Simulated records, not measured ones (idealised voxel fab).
A process module follows: voxel ribs on slabs.
Xsec cut, 265 nm wide, square cell size 5 nm.
A cross-section is a grid of square cells, given in bands from the top down. A band is one or more rows of cells.
Per band: top height and bottom height in nm, followed by the left-to-right materials and their widths in nm; "everywhere" marks a single material spanning edge to edge, "blank" marks empty space.
All heights in this document are referenced to 0, defined as the level beneath which the wafer, as received, consists entirely of one material. The lowest band is not bounded below; it extends indefinitely downward and is written in the form "0 nm and below".
When a width is written as two numbers, as in "30->40", the first number is the width in the top row of cells of the band and the second is the width in its bottom row, and the width changes by the same amount from each row to the next.
"no modification" (step): cross-section cells unchanged, all of them.
"Closed void catalog" enumerates empty spaces isolated from the top, with no open way to it, that contain at least 8 cells, giving each as width x height at distance from the left edge, all three in nm.
It should be noted that, on the line of a given step, the content following the step's settings is a remark produced by the simulator itself with respect to that step.
The optional step-line setting "overlay nm" applies to steps with a mask and quantifies how far to the right of its planned location the mask lay, a negative value indicating leftward placement.
Heads up before you read on: it's before/after pairs around one process step each, after side only down to the lowest band that changed, step plus settings under the pair. Pairs can be from different runs of this module, same starting wafer, so only chain a pair onto the one above if its "Pre-step cross-section" entry says so.
-- Pre-step cross-section
- 0 nm and below | Si everywhere
- Closed void catalog: none
-- Post-Process Section
- 25 nm to 0 nm | SiO2 everywhere
- Everything under 0 stays put, no change at all.
- Closed void catalog: none
Step linking the sections shown: DIRECTIONAL_DEP, material SiO2, thk nm 25
Pre-step cross-section: refer to the pair immediately above; the cross-section shown after its step is the state before this one.
-- Post-Process Section
- 45 nm to 25 nm | SiN everywhere
- Everything under 25 stays put, no change at all.
- Closed void catalog: none
Step linking the sections shown: DIRECTIONAL_DEP, material SiN, thk nm 20
Pre-step cross-section: refer to the pair immediately above; the cross-section shown after its step is the state before this one.
-- Post-Process Section
- 45 nm to 30 nm | 120 blank  20 SiN  125 blank
- Everything under 30 stays put, no change at all.
- Closed void catalog: none
Step linking the sections shown: MASKED_ETCH, tone cover, mask id RIB, width nm 20, etch materials SiN, depth nm 15, overlay nm 0
Pre-step cross-section: refer to the pair immediately above; the cross-section shown after its step is the state before this one.
-- Post-Process Section
- 60 nm to 45 nm | 100 blank  60 resist  105 blank
- 45 nm to 30 nm | 100 blank  20 resist  20 SiN  20 resist  105 blank
- Everything under 30 stays put, no change at all.
- Closed void catalog: none
Step linking the sections shown: PATTERN, tone cover, mask id SLAB, material resist, width nm 60, thk nm 15, overlay nm 0
Pre-step cross-section: refer to the pair immediately above; the cross-section shown after its step is the state before this one.
-- Post-Process Section
- 60 nm to 45 nm | 100 blank  60 resist  105 blank
- 45 nm to 30 nm | 100 blank  20 resist  20 SiN  20 resist  105 blank
- 30 nm to 25 nm | 100 blank  60 SiN  105 blank
- Everything under 25 stays put, no change at all.
- Closed void catalog: none
Step linking the sections shown: DIRECTIONAL_ETCH, etch materials SiN, depth nm 5
Pre-step cross-section: refer to the pair immediately above; the cross-section shown after its step is the state before this one.
-- Post-Process Section
- 45 nm to 30 nm | 120 blank  20 SiN  125 blank
- Everything under 30 stays put, no change at all.
- Closed void catalog: none
Step linking the sections shown: STRIP, etch materials resist
Pre-step cross-section: refer to the pair immediately above; the cross-section shown after its step is the state before this one.
-- Post-Process Section
- 75 nm to 45 nm | SiO2 everywhere
- 45 nm to 30 nm | 120 SiO2  20 SiN  125 SiO2
- 30 nm to 25 nm | 100 SiO2  60 SiN  105 SiO2
- Everything under 25 stays put, no change at all.
- Closed void catalog: none
Step linking the sections shown: FILL_DEP, material SiO2, thk nm 30
Pre-step cross-section: refer to the pair immediately above; the cross-section shown after its step is the state before this one.
-- Post-Process Section
- 65 nm to 45 nm | SiO2 everywhere
- Everything under 45 stays put, no change at all.
- Closed void catalog: none
Step linking the sections shown: CMP, height nm 65
Pre-step cross-section: refer to the pair immediately above; the cross-section shown after its step is the state before this one.
-- Post-Process Section
- 75 nm to 65 nm | W everywhere
- Everything under 65 stays put, no change at all.
- Closed void catalog: none
Step linking the sections shown: DIRECTIONAL_DEP, material W, thk nm 10
Pre-step cross-section: refer to the pair immediately above; the cross-section shown after its step is the state before this one.
-- Post-Process Section
- 95 nm to 75 nm | 115 blank  30 resist  120 blank
- Everything under 75 stays put, no change at all.
- Closed void catalog: none
Step linking the sections shown: PATTERN, tone cover, mask id HEATER, material resist, width nm 30, thk nm 20, overlay nm 0
Pre-step cross-section: refer to the pair immediately above; the cross-section shown after its step is the state before this one.
-- Post-Process Section
- 95 nm to 75 nm | 115 blank  30 resist  120 blank
- 75 nm to 65 nm | 115 blank  30 W  120 blank
- Everything under 65 stays put, no change at all.
- Closed void catalog: none
Step linking the sections shown: DIRECTIONAL_ETCH, etch materials W, depth nm 10
Pre-step cross-section: refer to the pair immediately above; the cross-section shown after its step is the state before this one.
-- Post-Process Section
- 75 nm to 65 nm | 115 blank  30 W  120 blank
- Everything under 65 stays put, no change at all.
- Closed void catalog: none
Step linking the sections shown: STRIP, etch materials resist
Pre-step cross-section: refer to the pair immediately above; the cross-section shown after its step is the state before this one.
-- Post-Process Section
- 85 nm to 75 nm | 105 blank  50 SiO2  110 blank
- 75 nm to 65 nm | 115 SiO2  30 W  120 SiO2
- Everything under 65 stays put, no change at all.
- Closed void catalog: none
Step linking the sections shown: CONFORMAL_DEP, material SiO2, thk nm 10
-- Pre-step cross-section
- 45 nm to 25 nm | SiN everywhere
- 25 nm to 0 nm | SiO2 everywhere
- 0 nm and below | Si everywhere
- Closed void catalog: none
-- Post-Process Section
- 65 nm to 25 nm | SiN everywhere
- Everything under 25 stays put, no change at all.
- Closed void catalog: none
Step linking the sections shown: DIRECTIONAL_DEP, material SiN, thk nm 20
Pre-step cross-section: refer to the pair immediately above; the cross-section shown after its step is the state before this one.
-- Post-Process Section
- 65 nm to 50 nm | 120 blank  20 SiN  125 blank
- Everything under 50 stays put, no change at all.
- Closed void catalog: none
Step linking the sections shown: MASKED_ETCH, tone cover, mask id RIB, width nm 20, etch materials SiN, depth nm 15, overlay nm 0
Pre-step cross-section: refer to the pair immediately above; the cross-section shown after its step is the state before this one.
-- Post-Process Section
- 80 nm to 65 nm | 100 blank  60 resist  105 blank
- 65 nm to 50 nm | 100 blank  20 resist  20 SiN  20 resist  105 blank
- Everything under 50 stays put, no change at all.
- Closed void catalog: none
Step linking the sections shown: PATTERN, tone cover, mask id SLAB, material resist, width nm 60, thk nm 15, overlay nm 0
Pre-step cross-section: refer to the pair immediately above; the cross-section shown after its step is the state before this one.
-- Post-Process Section
- 80 nm to 65 nm | 100 blank  60 resist  105 blank
- 65 nm to 50 nm | 100 blank  20 resist  20 SiN  20 resist  105 blank
- 50 nm to 45 nm | 100 blank  60 SiN  105 blank
- Everything under 45 stays put, no change at all.
- Closed void catalog: none
Step linking the sections shown: DIRECTIONAL_ETCH, etch materials SiN, depth nm 5
Pre-step cross-section: refer to the pair immediately above; the cross-section shown after its step is the state before this one.
-- Post-Process Section
- 65 nm to 50 nm | 120 blank  20 SiN  125 blank
- Everything under 50 stays put, no change at all.
- Closed void catalog: none
Step linking the sections shown: STRIP, etch materials resist
Pre-step cross-section: refer to the pair immediately above; the cross-section shown after its step is the state before this one.
-- Post-Process Section
- 95 nm to 65 nm | SiO2 everywhere
- 65 nm to 50 nm | 120 SiO2  20 SiN  125 SiO2
- 50 nm to 45 nm | 100 SiO2  60 SiN  105 SiO2
- Everything under 45 stays put, no change at all.
- Closed void catalog: none
Step linking the sections shown: FILL_DEP, material SiO2, thk nm 30
Pre-step cross-section: refer to the pair immediately above; the cross-section shown after its step is the state before this one.
-- Post-Process Section
- 65 nm to 50 nm | 120 SiO2  20 SiN  125 SiO2
- Everything under 50 stays put, no change at all.
- Closed void catalog: none
Step linking the sections shown: CMP, height nm 65
Pre-step cross-section: refer to the pair immediately above; the cross-section shown after its step is the state before this one.
-- Post-Process Section
- 75 nm to 65 nm | W everywhere
- Everything under 65 stays put, no change at all.
- Closed void catalog: none
Step linking the sections shown: DIRECTIONAL_DEP, material W, thk nm 10
Pre-step cross-section: refer to the pair immediately above; the cross-section shown after its step is the state before this one.
-- Post-Process Section
- 95 nm to 75 nm | 115 blank  30 resist  120 blank
- Everything under 75 stays put, no change at all.
- Closed void catalog: none
Step linking the sections shown: PATTERN, tone cover, mask id HEATER, material resist, width nm 30, thk nm 20, overlay nm 0
Pre-step cross-section: refer to the pair immediately above; the cross-section shown after its step is the state before this one.
-- Post-Process Section
- 95 nm to 75 nm | 115 blank  30 resist  120 blank
- 75 nm to 65 nm | 115 blank  30 W  120 blank
- Everything under 65 stays put, no change at all.
- Closed void catalog: none
Step linking the sections shown: DIRECTIONAL_ETCH, etch materials W, depth nm 10
Pre-step cross-section: refer to the pair immediately above; the cross-section shown after its step is the state before this one.
-- Post-Process Section
- 75 nm to 65 nm | 115 blank  30 W  120 blank
- Everything under 65 stays put, no change at all.
- Closed void catalog: none
Step linking the sections shown: STRIP, etch materials resist
Pre-step cross-section: refer to the pair immediately above; the cross-section shown after its step is the state before this one.
-- Post-Process Section
- 85 nm to 75 nm | 105 blank  50 SiO2  110 blank
- 75 nm to 65 nm | 115 SiO2  30 W  120 SiO2
- Everything under 65 stays put, no change at all.
- Closed void catalog: none
Step linking the sections shown: CONFORMAL_DEP, material SiO2, thk nm 10
-- Pre-step cross-section
- 0 nm and below | Si everywhere
- Closed void catalog: none
-- Post-Process Section
- 20 nm to 0 nm | SiN everywhere
- Everything under 0 stays put, no change at all.
- Closed void catalog: none
Step linking the sections shown: DIRECTIONAL_DEP, material SiN, thk nm 20
Pre-step cross-section: refer to the pair immediately above; the cross-section shown after its step is the state before this one.
-- Post-Process Section
- 45 nm to 20 nm | SiO2 everywhere
- Everything under 20 stays put, no change at all.
- Closed void catalog: none
Step linking the sections shown: DIRECTIONAL_DEP, material SiO2, thk nm 25
Pre-step cross-section: refer to the pair immediately above; the cross-section shown after its step is the state before this one.
-- Post-Process Section
- 60 nm to 45 nm | 100 blank  60 resist  105 blank
- Everything under 45 stays put, no change at all.
- Closed void catalog: none
Step linking the sections shown: PATTERN, tone cover, mask id SLAB, material resist, width nm 60, thk nm 15, overlay nm 0
Pre-step cross-section: refer to the pair immediately above; the cross-section shown after its step is the state before this one.
-- Post-Process Section
- 45 nm to 20 nm | SiO2 everywhere
- Everything under 20 stays put, no change at all.
- Closed void catalog: none
Step linking the sections shown: STRIP, etch materials resist
Pre-step cross-section: refer to the pair immediately above; the cross-section shown after its step is the state before this one.
-- Post-Process Section
- 75 nm to 20 nm | SiO2 everywhere
- Everything under 20 stays put, no change at all.
- Closed void catalog: none
Step linking the sections shown: FILL_DEP, material SiO2, thk nm 30
Pre-step cross-section: refer to the pair immediately above; the cross-section shown after its step is the state before this one.
-- Post-Process Section
- 65 nm to 20 nm | SiO2 everywhere
- Everything under 20 stays put, no change at all.
- Closed void catalog: none
Step linking the sections shown: CMP, height nm 65
Pre-step cross-section: refer to the pair immediately above; the cross-section shown after its step is the state before this one.
-- Post-Process Section
- 75 nm to 65 nm | W everywhere
- Everything under 65 stays put, no change at all.
- Closed void catalog: none
Step linking the sections shown: DIRECTIONAL_DEP, material W, thk nm 10
Pre-step cross-section: refer to the pair immediately above; the cross-section shown after its step is the state before this one.
-- Post-Process Section
- 95 nm to 75 nm | 115 blank  30 resist  120 blank
- Everything under 75 stays put, no change at all.
- Closed void catalog: none
Step linking the sections shown: PATTERN, tone cover, mask id HEATER, material resist, width nm 30, thk nm 20, overlay nm 0
Pre-step cross-section: refer to the pair immediately above; the cross-section shown after its step is the state before this one.
-- Post-Process Section
- 95 nm to 75 nm | 115 blank  30 resist  120 blank
- 75 nm to 65 nm | 115 blank  30 W  120 blank
- Everything under 65 stays put, no change at all.
- Closed void catalog: none
Step linking the sections shown: DIRECTIONAL_ETCH, etch materials W, depth nm 10
Pre-step cross-section: refer to the pair immediately above; the cross-section shown after its step is the state before this one.
-- Post-Process Section
- 75 nm to 65 nm | 115 blank  30 W  120 blank
- Everything under 65 stays put, no change at all.
- Closed void catalog: none
Step linking the sections shown: STRIP, etch materials resist
Pre-step cross-section: refer to the pair immediately above; the cross-section shown after its step is the state before this one.
-- Post-Process Section
- 85 nm to 75 nm | 105 blank  50 SiO2  110 blank
- 75 nm to 65 nm | 115 SiO2  30 W  120 SiO2
- Everything under 65 stays put, no change at all.
- Closed void catalog: none
Step linking the sections shown: CONFORMAL_DEP, material SiO2, thk nm 10
-- Pre-step cross-section
- 75 nm to 45 nm | SiO2 everywhere
- 45 nm to 30 nm | 120 SiO2  20 SiN  125 SiO2
- 30 nm to 25 nm | 100 SiO2  60 SiN  105 SiO2
- 25 nm to 0 nm | SiO2 everywhere
- 0 nm and below | Si everywhere
- Closed void catalog: none
-- Post-Process Section
- 70 nm to 45 nm | SiO2 everywhere
- Everything under 45 stays put, no change at all.
- Closed void catalog: none
Step linking the sections shown: CMP, height nm 70
Pre-step cross-section: refer to the pair immediately above; the cross-section shown after its step is the state before this one.
-- Post-Process Section
- 80 nm to 70 nm | W everywhere
- Everything under 70 stays put, no change at all.
- Closed void catalog: none
Step linking the sections shown: DIRECTIONAL_DEP, material W, thk nm 10
Pre-step cross-section: refer to the pair immediately above; the cross-section shown after its step is the state before this one.
-- Post-Process Section
- 100 nm to 80 nm | 115 blank  30 resist  120 blank
- Everything under 80 stays put, no change at all.
- Closed void catalog: none
Step linking the sections shown: PATTERN, tone cover, mask id HEATER, material resist, width nm 30, thk nm 20, overlay nm 0
Pre-step cross-section: refer to the pair immediately above; the cross-section shown after its step is the state before this one.
-- Post-Process Section
- 100 nm to 80 nm | 115 blank  30 resist  120 blank
- 80 nm to 70 nm | 115 blank  30 W  120 blank
- Everything under 70 stays put, no change at all.
- Closed void catalog: none
Step linking the sections shown: DIRECTIONAL_ETCH, etch materials W, depth nm 10
Pre-step cross-section: refer to the pair immediately above; the cross-section shown after its step is the state before this one.
-- Post-Process Section
- 80 nm to 70 nm | 115 blank  30 W  120 blank
- Everything under 70 stays put, no change at all.
- Closed void catalog: none
Step linking the sections shown: STRIP, etch materials resist
Pre-step cross-section: refer to the pair immediately above; the cross-section shown after its step is the state before this one.
-- Post-Process Section
- 90 nm to 80 nm | 105 blank  50 SiO2  110 blank
- 80 nm to 70 nm | 115 SiO2  30 W  120 SiO2
- Everything under 70 stays put, no change at all.
- Closed void catalog: none
Step linking the sections shown: CONFORMAL_DEP, material SiO2, thk nm 10
-- Pre-step cross-section
- 75 nm to 65 nm | W everywhere
- 65 nm to 45 nm | SiO2 everywhere
- 45 nm to 30 nm | 120 SiO2  20 SiN  125 SiO2
- 30 nm to 25 nm | 100 SiO2  60 SiN  105 SiO2
- 25 nm to 0 nm | SiO2 everywhere
- 0 nm and below | Si everywhere
- Closed void catalog: none
-- Post-Process Section
- 95 nm to 75 nm | 115 blank  35 resist  115 blank
- Everything under 75 stays put, no change at all.
- Closed void catalog: none
Step linking the sections shown: PATTERN, tone cover, mask id HEATER, material resist, width nm 35, thk nm 20, overlay nm 0
Pre-step cross-section: refer to the pair immediately above; the cross-section shown after its step is the state before this one.
-- Post-Process Section
- 95 nm to 75 nm | 115 blank  35 resist  115 blank
- 75 nm to 65 nm | 115 blank  35 W  115 blank
- Everything under 65 stays put, no change at all.
- Closed void catalog: none
Step linking the sections shown: DIRECTIONAL_ETCH, etch materials W, depth nm 10
Pre-step cross-section: refer to the pair immediately above; the cross-section shown after its step is the state before this one.
-- Post-Process Section
- 75 nm to 65 nm | 115 blank  35 W  115 blank
- Everything under 65 stays put, no change at all.
- Closed void catalog: none
Step linking the sections shown: STRIP, etch materials resist
Pre-step cross-section: refer to the pair immediately above; the cross-section shown after its step is the state before this one.
-- Post-Process Section
- 85 nm to 75 nm | 105 blank  55 SiO2  105 blank
- 75 nm to 65 nm | 115 SiO2  35 W  115 SiO2
- Everything under 65 stays put, no change at all.
- Closed void catalog: none
Step linking the sections shown: CONFORMAL_DEP, material SiO2, thk nm 10
-- Pre-step cross-section
- 45 nm to 25 nm | SiN everywhere
- 25 nm to 0 nm | SiO2 everywhere
- 0 nm and below | Si everywhere
- Closed void catalog: none
-- Post-Process Section
- 45 nm to 30 nm | 130 blank  20 SiN  115 blank
- Everything under 30 stays put, no change at all.
- Closed void catalog: none
Step linking the sections shown: MASKED_ETCH, tone cover, mask id RIB, width nm 20, etch materials SiN, depth nm 15, overlay nm 10
Pre-step cross-section: refer to the pair immediately above; the cross-section shown after its step is the state before this one.
-- Post-Process Section
- 60 nm to 45 nm | 100 blank  60 resist  105 blank
- 45 nm to 30 nm | 100 blank  30 resist  20 SiN  10 resist  105 blank
- Everything under 30 stays put, no change at all.
- Closed void catalog: none
Step linking the sections shown: PATTERN, tone cover, mask id SLAB, material resist, width nm 60, thk nm 15, overlay nm 0
Pre-step cross-section: refer to the pair immediately above; the cross-section shown after its step is the state before this one.
-- Post-Process Section
- 60 nm to 45 nm | 100 blank  60 resist  105 blank
- 45 nm to 30 nm | 100 blank  30 resist  20 SiN  10 resist  105 blank
- 30 nm to 25 nm | 100 blank  60 SiN  105 blank
- Everything under 25 stays put, no change at all.
- Closed void catalog: none
Step linking the sections shown: DIRECTIONAL_ETCH, etch materials SiN, depth nm 5
Pre-step cross-section: refer to the pair immediately above; the cross-section shown after its step is the state before this one.
-- Post-Process Section
- 45 nm to 30 nm | 130 blank  20 SiN  115 blank
- Everything under 30 stays put, no change at all.
- Closed void catalog: none
Step linking the sections shown: STRIP, etch materials resist
Pre-step cross-section: refer to the pair immediately above; the cross-section shown after its step is the state before this one.
-- Post-Process Section
- 75 nm to 45 nm | SiO2 everywhere
- 45 nm to 30 nm | 130 SiO2  20 SiN  115 SiO2
- 30 nm to 25 nm | 100 SiO2  60 SiN  105 SiO2
- Everything under 25 stays put, no change at all.
- Closed void catalog: none
Step linking the sections shown: FILL_DEP, material SiO2, thk nm 30
Pre-step cross-section: refer to the pair immediately above; the cross-section shown after its step is the state before this one.
-- Post-Process Section
- 65 nm to 45 nm | SiO2 everywhere
- Everything under 45 stays put, no change at all.
- Closed void catalog: none
Step linking the sections shown: CMP, height nm 65
Pre-step cross-section: refer to the pair immediately above; the cross-section shown after its step is the state before this one.
-- Post-Process Section
- 75 nm to 65 nm | W everywhere
- Everything under 65 stays put, no change at all.
- Closed void catalog: none
Step linking the sections shown: DIRECTIONAL_DEP, material W, thk nm 10
Pre-step cross-section: refer to the pair immediately above; the cross-section shown after its step is the state before this one.
-- Post-Process Section
- 95 nm to 75 nm | 115 blank  30 resist  120 blank
- Everything under 75 stays put, no change at all.
- Closed void catalog: none
Step linking the sections shown: PATTERN, tone cover, mask id HEATER, material resist, width nm 30, thk nm 20, overlay nm 0
Pre-step cross-section: refer to the pair immediately above; the cross-section shown after its step is the state before this one.
-- Post-Process Section
- 95 nm to 75 nm | 115 blank  30 resist  120 blank
- 75 nm to 65 nm | 115 blank  30 W  120 blank
- Everything under 65 stays put, no change at all.
- Closed void catalog: none
Step linking the sections shown: DIRECTIONAL_ETCH, etch materials W, depth nm 10
Pre-step cross-section: refer to the pair immediately above; the cross-section shown after its step is the state before this one.
-- Post-Process Section
- 75 nm to 65 nm | 115 blank  30 W  120 blank
- Everything under 65 stays put, no change at all.
- Closed void catalog: none
Step linking the sections shown: STRIP, etch materials resist
Pre-step cross-section: refer to the pair immediately above; the cross-section shown after its step is the state before this one.
-- Post-Process Section
- 85 nm to 75 nm | 105 blank  50 SiO2  110 blank
- 75 nm to 65 nm | 115 SiO2  30 W  120 SiO2
- Everything under 65 stays put, no change at all.
- Closed void catalog: none
Step linking the sections shown: CONFORMAL_DEP, material SiO2, thk nm 10
-- Pre-step cross-section
- 95 nm to 75 nm | 115 blank  30 resist  120 blank
- 75 nm to 65 nm | 115 blank  30 W  120 blank
- 65 nm to 45 nm | SiO2 everywhere
- 45 nm to 30 nm | 120 SiO2  20 SiN  125 SiO2
- 30 nm to 25 nm | 100 SiO2  60 SiN  105 SiO2
- 25 nm to 0 nm | SiO2 everywhere
- 0 nm and below | Si everywhere
- Closed void catalog: none
-- Post-Process Section
- 0 nm and below | Si everywhere
- Closed void catalog: none
Step linking the sections shown: STRIP, etch materials SiO2
Pre-step cross-section: refer to the pair immediately above; the cross-section shown after its step is the state before this one.
-- Post-Process Section
- 10 nm to 0 nm | SiO2 everywhere
- Everything under 0 stays put, no change at all.
- Closed void catalog: none
Step linking the sections shown: CONFORMAL_DEP, material SiO2, thk nm 10
-- Pre-step cross-section
- 45 nm to 25 nm | SiN everywhere
- 25 nm to 0 nm | SiO2 everywhere
- 0 nm and below | Si everywhere
- Closed void catalog: none
-- Post-Process Section
- 45 nm to 30 nm | 120 SiN  20 blank  125 SiN
- Everything under 30 stays put, no change at all.
- Closed void catalog: none
Step linking the sections shown: MASKED_ETCH, tone open, mask id RIB, width nm 20, etch materials SiN, depth nm 15, overlay nm 0
Pre-step cross-section: refer to the pair immediately above; the cross-section shown after its step is the state before this one.
-- Post-Process Section
- 60 nm to 45 nm | 100 blank  60 resist  105 blank
- 45 nm to 30 nm | 120 SiN  20 resist  125 SiN
- Everything under 30 stays put, no change at all.
- Closed void catalog: none
Step linking the sections shown: PATTERN, tone cover, mask id SLAB, material resist, width nm 60, thk nm 15, overlay nm 0
Pre-step cross-section: refer to the pair immediately above; the cross-section shown after its step is the state before this one.
-- Post-Process Section
- 60 nm to 45 nm | 100 blank  60 resist  105 blank
- 45 nm to 40 nm | 100 blank  20 SiN  20 resist  20 SiN  105 blank
- Everything under 40 stays put, no change at all.
- Closed void catalog: none
Step linking the sections shown: DIRECTIONAL_ETCH, etch materials SiN, depth nm 5
Pre-step cross-section: refer to the pair immediately above; the cross-section shown after its step is the state before this one.
-- Post-Process Section
- 45 nm to 40 nm | 100 blank  20 SiN  20 blank  20 SiN  105 blank
- 40 nm to 30 nm | 120 SiN  20 blank  125 SiN
- Everything under 30 stays put, no change at all.
- Closed void catalog: none
Step linking the sections shown: STRIP, etch materials resist
Pre-step cross-section: refer to the pair immediately above; the cross-section shown after its step is the state before this one.
-- Post-Process Section
- 75 nm to 45 nm | SiO2 everywhere
- 45 nm to 40 nm | 100 SiO2  20 SiN  20 SiO2  20 SiN  105 SiO2
- 40 nm to 30 nm | 120 SiN  20 SiO2  125 SiN
- Everything under 30 stays put, no change at all.
- Closed void catalog: none
Step linking the sections shown: FILL_DEP, material SiO2, thk nm 30
Pre-step cross-section: refer to the pair immediately above; the cross-section shown after its step is the state before this one.
-- Post-Process Section
- 65 nm to 45 nm | SiO2 everywhere
- Everything under 45 stays put, no change at all.
- Closed void catalog: none
Step linking the sections shown: CMP, height nm 65
Pre-step cross-section: refer to the pair immediately above; the cross-section shown after its step is the state before this one.
-- Post-Process Section
- 75 nm to 65 nm | W everywhere
- Everything under 65 stays put, no change at all.
- Closed void catalog: none
Step linking the sections shown: DIRECTIONAL_DEP, material W, thk nm 10
Pre-step cross-section: refer to the pair immediately above; the cross-section shown after its step is the state before this one.
-- Post-Process Section
- 95 nm to 75 nm | 115 blank  30 resist  120 blank
- Everything under 75 stays put, no change at all.
- Closed void catalog: none
Step linking the sections shown: PATTERN, tone cover, mask id HEATER, material resist, width nm 30, thk nm 20, overlay nm 0
Pre-step cross-section: refer to the pair immediately above; the cross-section shown after its step is the state before this one.
-- Post-Process Section
- 95 nm to 75 nm | 115 blank  30 resist  120 blank
- 75 nm to 65 nm | 115 blank  30 W  120 blank
- Everything under 65 stays put, no change at all.
- Closed void catalog: none
Step linking the sections shown: DIRECTIONAL_ETCH, etch materials W, depth nm 10
Pre-step cross-section: refer to the pair immediately above; the cross-section shown after its step is the state before this one.
-- Post-Process Section
- 75 nm to 65 nm | 115 blank  30 W  120 blank
- Everything under 65 stays put, no change at all.
- Closed void catalog: none
Step linking the sections shown: STRIP, etch materials resist
Pre-step cross-section: refer to the pair immediately above; the cross-section shown after its step is the state before this one.
-- Post-Process Section
- 85 nm to 75 nm | 105 blank  50 SiO2  110 blank
- 75 nm to 65 nm | 115 SiO2  30 W  120 SiO2
- Everything under 65 stays put, no change at all.
- Closed void catalog: none
Step linking the sections shown: CONFORMAL_DEP, material SiO2, thk nm 10
